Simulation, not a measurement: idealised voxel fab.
The process module presented herein is designated voxel released beams.
Xsec cut, 240 nm wide, square cell size 5 nm.
Format of a cross-section: grid, square cells. Given as bands. Order: top down. Band: one or more rows of cells.
Heights first: top, then bottom, in nm. Then materials, left to right, each with a width in nm. "throughout" on a single material: fills the band edge to edge. "blank": empty space.
All heights in this document are referenced to 0, defined as the level beneath which the wafer, as received, consists entirely of one material. The lowest band is not bounded below; it extends indefinitely downward and is written in the form "0 down".
When a width is written as two numbers, as in "30->40", the first number is the width in the top row of cells of the band and the second is the width in its bottom row, and the width changes by the same amount from each row to the next.
When a step is marked "same as before", none of the cells in the cross-section changed during that step.
"Voids, sealed" means: voids of 8 cells or more that are shut off from the top with no open way through. Written width x height at distance, distance from the left edge, in nm.
That trailing text on a step's line, after the settings, is the simulator's own remark on the step.
What "overlay nm" on a step's line means: if the step has a mask, that mask lay this far to the right of its planned place, or, when the value is negative, to the left.
Each of the pairs that make up the rest of this document says: here is the cross-section before one process step, here is the cross-section after it, drawn only down to the lowest band that changed, and here, under the pair, is the step lying between them with its settings. Different pairs may come from different runs of this module on the same starting wafer, so a pair continues from the pair above it only where its entry headed "Structure before processing" says so.

Structure before processing
  50 to 40: blank 70, then aC 30, then blank 10, then aC 50, then blank 80
  40 to 30: polySi 100, then blank 10, then polySi 130
  30 to 25: polySi 100, then aC 10, then polySi 130
  25 to 20: SiO2 85, then polySi 15, then aC 10, then polySi 15, then SiO2 115
  20 to 5: SiO2 85, then polySi 40, then SiO2 115
  5 to 0: SiN throughout
  0 down: Si throughout
  Voids, sealed: none

Post-Step Appearance
  50 to 40: blank 70, then aC 30, then blank 10, then aC 50, then blank 80
  40 to 30: blank 70, then polySi 30, then blank 10, then polySi 50, then blank 80
  30 to 25: blank 70, then polySi 30, then aC 10, then polySi 50, then blank 80
  Nothing below the height 25 has changed.
  Voids, sealed: none
Can you name the step between the two cross-sections above? It is DIRECTIONAL_ETCH [etch materials polySi] [depth nm 15]

Structure before processing: unchanged from the after cross-section in the pair immediately above; refer to that figure.

Post-Step Appearance
  40 to 25: blank 70, then polySi 30, then blank 10, then polySi 50, then blank 80
  25 to 20: SiO2 85, then polySi 15, then blank 10, then polySi 15, then SiO2 115
  Nothing below the height 20 has changed.
  Voids, sealed: none
Can you name the step between the two cross-sections above? It is STRIP [etch materials aC]

Structure before processing: unchanged from the after cross-section in the pair immediately above; refer to that figure.

Post-Step Appearance
  40 to 25: blank 70, then polySi 30, then blank 10, then polySi 50, then blank 80
  25 to 20: blank 85, then polySi 15, then blank 10, then polySi 15, then blank 115
  20 to 5: blank 85, then polySi 40, then blank 115
  Nothing below the height 5 has changed.
  Voids, sealed: none
Can you name the step between the two cross-sections above? It is STRIP [etch materials SiO2]

Structure before processing
  0 down: Si throughout
  Voids, sealed: none

Post-Step Appearance
  5 to 0: polySi throughout
  Nothing below the height 0 has changed.
  Voids, sealed: none
Can you name the step between the two cross-sections above? It is CONFORMAL_DEP [material polySi] [thk nm 5]

Structure before processing: unchanged from the after cross-section in the pair immediately above; refer to that figure.

Post-Step Appearance
  25 to 5: SiO2 throughout
  Nothing below the height 5 has changed.
  Voids, sealed: none
Can you name the step between the two cross-sections above? It is DIRECTIONAL_DEP [material SiO2] [thk nm 20]

Structure before processing: unchanged from the after cross-section in the pair immediately above; refer to that figure.

Post-Step Appearance
  35 to 25: aC throughout
  Nothing below the height 25 has changed.
  Voids, sealed: none
Can you name the step between the two cross-sections above? It is DIRECTIONAL_DEP [material aC] [thk nm 10]

Structure before processing: unchanged from the after cross-section in the pair immediately above; refer to that figure.

Post-Step Appearance
  60 to 35: resist 75, then blank 40, then resist 125
  Nothing below the height 35 has changed.
  Voids, sealed: none
Can you name the step between the two cross-sections above? It is PATTERN [tone open] [mask id ANCHOR] [material resist] [width nm 40] [thk nm 25] [overlay nm 0]

Structure before processing: unchanged from the after cross-section in the pair immediately above; refer to that figure.

Post-Step Appearance
  50 to 35: resist 75, then blank 40, then resist 125
  35 to 25: aC 75, then blank 40, then aC 125
  Nothing below the height 25 has changed.
  Voids, sealed: none
Can you name the step between the two cross-sections above? It is DIRECTIONAL_ETCH [etch materials aC] [depth nm 10]

Structure before processing: unchanged from the after cross-section in the pair immediately above; refer to that figure.

Post-Step Appearance
  35 to 25: aC 75, then blank 40, then aC 125
  Nothing below the height 25 has changed.
  Voids, sealed: none
Can you name the step between the two cross-sections above? It is STRIP [etch materials resist]

Structure before processing: unchanged from the after cross-section in the pair immediately above; refer to that figure.

Post-Step Appearance
  35 to 25: aC 75, then blank 40, then aC 125
  25 to 5: SiO2 75, then blank 40, then SiO2 125
  Nothing below the height 5 has changed.
  Voids, sealed: none
Can you name the step between the two cross-sections above? It is DIRECTIONAL_ETCH [etch materials SiO2] [depth nm 20]

Structure before processing: unchanged from the after cross-section in the pair immediately above; refer to that figure.

Post-Step Appearance
  25 to 5: SiO2 75, then blank 40, then SiO2 125
  Nothing below the height 5 has changed.
  Voids, sealed: none
Can you name the step between the two cross-sections above? It is STRIP [etch materials aC]

Structure before processing: unchanged from the after cross-section in the pair immediately above; refer to that figure.

Post-Step Appearance
  40 to 25: polySi 90, then blank 10, then polySi 140
  25 to 20: SiO2 75, then polySi 15, then blank 10, then polySi 15, then SiO2 125
  20 to 5: SiO2 75, then polySi 40, then SiO2 125
  Nothing below the height 5 has changed.
  Voids, sealed: none
Can you name the step between the two cross-sections above? It is CONFORMAL_DEP [material polySi] [thk nm 15]

Structure before processing: unchanged from the after cross-section in the pair immediately above; refer to that figure.

Post-Step Appearance
  50 to 40: aC 90, then blank 10, then aC 140
  40 to 30: polySi 90, then blank 10, then polySi 140
  30 to 25: polySi 90, then aC 10, then polySi 140
  25 to 20: SiO2 75, then polySi 15, then aC 10, then polySi 15, then SiO2 125
  Nothing below the height 20 has changed.
  Voids, sealed: none
Can you name the step between the two cross-sections above? It is DIRECTIONAL_DEP [material aC] [thk nm 10]

Structure before processing: unchanged from the after cross-section in the pair immediately above; refer to that figure.

Post-Step Appearance
  80 to 50: blank 70, then resist 90, then blank 80
  50 to 40: aC 90, then resist 10, then aC 140
  40 to 30: polySi 90, then resist 10, then polySi 140
  Nothing below the height 30 has changed.
  Voids, sealed: none
Can you name the step between the two cross-sections above? It is PATTERN [tone cover] [mask id BEAM] [material resist] [width nm 90] [thk nm 30] [overlay nm 0]

Structure before processing: unchanged from the after cross-section in the pair immediately above; refer to that figure.

Post-Step Appearance
  70 to 50: blank 70, then resist 90, then blank 80
  50 to 40: blank 70, then aC 20, then resist 10, then aC 60, then blank 80
  Nothing below the height 40 has changed.
  Voids, sealed: none
Can you name the step between the two cross-sections above? It is DIRECTIONAL_ETCH [etch materials aC] [depth nm 10]

Structure before processing: unchanged from the after cross-section in the pair immediately above; refer to that figure.

Post-Step Appearance
  50 to 40: blank 70, then aC 20, then blank 10, then aC 60, then blank 80
  40 to 30: polySi 90, then blank 10, then polySi 140
  Nothing below the height 30 has changed.
  Voids, sealed: none
Can you name the step between the two cross-sections above? It is STRIP [etch materials resist]

Structure before processing: unchanged from the after cross-section in the pair immediately above; refer to that figure.

Post-Step Appearance
  50 to 40: blank 70, then aC 20, then blank 10, then aC 60, then blank 80
  40 to 30: blank 70, then polySi 20, then blank 10, then polySi 60, then blank 80
  30 to 25: blank 70, then polySi 20, then aC 10, then polySi 60, then blank 80
  Nothing below the height 25 has changed.
  Voids, sealed: none
Can you name the step between the two cross-sections above? It is DIRECTIONAL_ETCH [etch materials polySi] [depth nm 15]

Structure before processing: unchanged from the after cross-section in the pair immediately above; refer to that figure.

Post-Step Appearance
  40 to 25: blank 70, then polySi 20, then blank 10, then polySi 60, then blank 80
  25 to 20: SiO2 75, then polySi 15, then blank 10, then polySi 15, then SiO2 125
  Nothing below the height 20 has changed.
  Voids, sealed: none
Can you name the step between the two cross-sections above? It is STRIP [etch materials aC]

Structure before processing: unchanged from the after cross-section in the pair immediately above; refer to that figure.

Post-Step Appearance
  40 to 25: blank 70, then polySi 20, then blank 10, then polySi 60, then blank 80
  25 to 20: blank 75, then polySi 15, then blank 10, then polySi 15, then blank 125
  20 to 5: blank 75, then polySi 40, then blank 125
  Nothing below the height 5 has changed.
  Voids, sealed: none
Can you name the step between the two cross-sections above? It is STRIP [etch materials SiO2]

Structure before processing
  35 to 25: aC throughout
  25 to 5: SiO2 throughout
  5 to 0: SiN throughout
  0 down: Si throughout
  Voids, sealed: none

Post-Step Appearance
  60 to 35: blank 75, then resist 40, then blank 125
  Nothing below the height 35 has changed.
  Voids, sealed: none
Can you name the step between the two cross-sections above? It is PATTERN [tone cover] [mask id ANCHOR] [material resist] [width nm 40] [thk nm 25] [overlay nm 0]

Structure before processing: unchanged from the after cross-section in the pair immediately above; refer to that figure.

Post-Step Appearance
  50 to 35: blank 75, then resist 40, then blank 125
  35 to 25: blank 75, then aC 40, then blank 125
  Nothing below the height 25 has changed.
  Voids, sealed: none
Can you name the step between the two cross-sections above? It is DIRECTIONAL_ETCH [etch materials aC] [depth nm 10]

Structure before processing: unchanged from the after cross-section in the pair immediately above; refer to that figure.

Post-Step Appearance
  35 to 25: blank 75, then aC 40, then blank 125
  Nothing below the height 25 has changed.
  Voids, sealed: none
Can you name the step between the two cross-sections above? It is STRIP [etch materials resist]

Structure before processing: unchanged from the after cross-section in the pair immediately above; refer to that figure.

Post-Step Appearance
  35 to 25: blank 75, then aC 40, then blank 125
  25 to 5: blank 75, then SiO2 40, then blank 125
  Nothing below the height 5 has changed.
  Voids, sealed: none
Can you name the step between the two cross-sections above? It is DIRECTIONAL_ETCH [etch materials SiO2] [depth nm 20]

Structure before processing: unchanged from the after cross-section in the pair immediately above; refer to that figure.

Post-Step Appearance
  25 to 5: blank 75, then SiO2 40, then blank 125
  Nothing below the height 5 has changed.
  Voids, sealed: none
Can you name the step between the two cross-sections above? It is STRIP [etch materials aC]

Structure before processing: unchanged from the after cross-section in the pair immediately above; refer to that figure.

Post-Step Appearance
  40 to 25: blank 60, then polySi 70, then blank 110
  25 to 20: blank 60, then polySi 15, then SiO2 40, then polySi 15, then blank 110
  20 to 5: polySi 75, then SiO2 40, then polySi 125
  Nothing below the height 5 has changed.
  Voids, sealed: none
Can you name the step between the two cross-sections above? It is CONFORMAL_DEP [material polySi] [thk nm 15]

Structure before processing: unchanged from the after cross-section in the pair immediately above; refer to that figure.

Post-Step Appearance
  50 to 40: blank 60, then aC 70, then blank 110
  40 to 30: blank 60, then polySi 70, then blank 110
  30 to 25: aC 60, then polySi 70, then aC 110
  25 to 20: aC 60, then polySi 15, then SiO2 40, then polySi 15, then aC 110
  Nothing below the height 20 has changed.
  Voids, sealed: none
Can you name the step between the two cross-sections above? It is DIRECTIONAL_DEP [material aC] [thk nm 10]

Structure before processing: unchanged from the after cross-section in the pair immediately above; refer to that figure.

Post-Step Appearance
  80 to 50: blank 70, then resist 90, then blank 80
  50 to 40: blank 60, then aC 70, then resist 30, then blank 80
  40 to 30: blank 60, then polySi 70, then resist 30, then blank 80
  Nothing below the height 30 has changed.
  Voids, sealed: none
Can you name the step between the two cross-sections above? It is PATTERN [tone cover] [mask id BEAM] [material resist] [width nm 90] [thk nm 30] [overlay nm 0]

Structure before processing: unchanged from the after cross-section in the pair immediately above; refer to that figure.

Post-Step Appearance
  70 to 50: blank 70, then resist 90, then blank 80
  50 to 40: blank 70, then aC 60, then resist 30, then blank 80
  40 to 30: blank 60, then polySi 70, then resist 30, then blank 80
  30 to 25: blank 60, then polySi 70, then aC 30, then blank 80
  25 to 20: blank 60, then polySi 15, then SiO2 40, then polySi 15, then aC 30, then blank 80
  Nothing below the height 20 has changed.
  Voids, sealed: none
Can you name the step between the two cross-sections above? It is DIRECTIONAL_ETCH [etch materials aC] [depth nm 10]

Structure before processing: unchanged from the after cross-section in the pair immediately above; refer to that figure.

Post-Step Appearance
  50 to 40: blank 70, then aC 60, then blank 110
  40 to 30: blank 60, then polySi 70, then blank 110
  Nothing below the height 30 has changed.
  Voids, sealed: none
Can you name the step between the two cross-sections above? It is STRIP [etch materials resist]

Structure before processing: unchanged from the after cross-section in the pair immediately above; refer to that figure.

Post-Step Appearance
  50 to 40: blank 70, then aC 60, then blank 110
  40 to 30: blank 70, then polySi 60, then blank 110
  30 to 25: blank 70, then polySi 60, then aC 30, then blank 80
  25 to 20: blank 60, then polySi 15, then SiO2 40, then polySi 15, then aC 30, then blank 80
  20 to 5: blank 60, then polySi 15, then SiO2 40, then polySi 45, then blank 80
  Nothing below the height 5 has changed.
  Voids, sealed: none
Can you name the step between the two cross-sections above? It is DIRECTIONAL_ETCH [etch materials polySi] [depth nm 15]

Structure before processing: unchanged from the after cross-section in the pair immediately above; refer to that figure.

Post-Step Appearance
  40 to 25: blank 70, then polySi 60, then blank 110
  25 to 20: blank 60, then polySi 15, then SiO2 40, then polySi 15, then blank 110
  Nothing below the height 20 has changed.
  Voids, sealed: none
Can you name the step between the two cross-sections above? It is STRIP [etch materials aC]
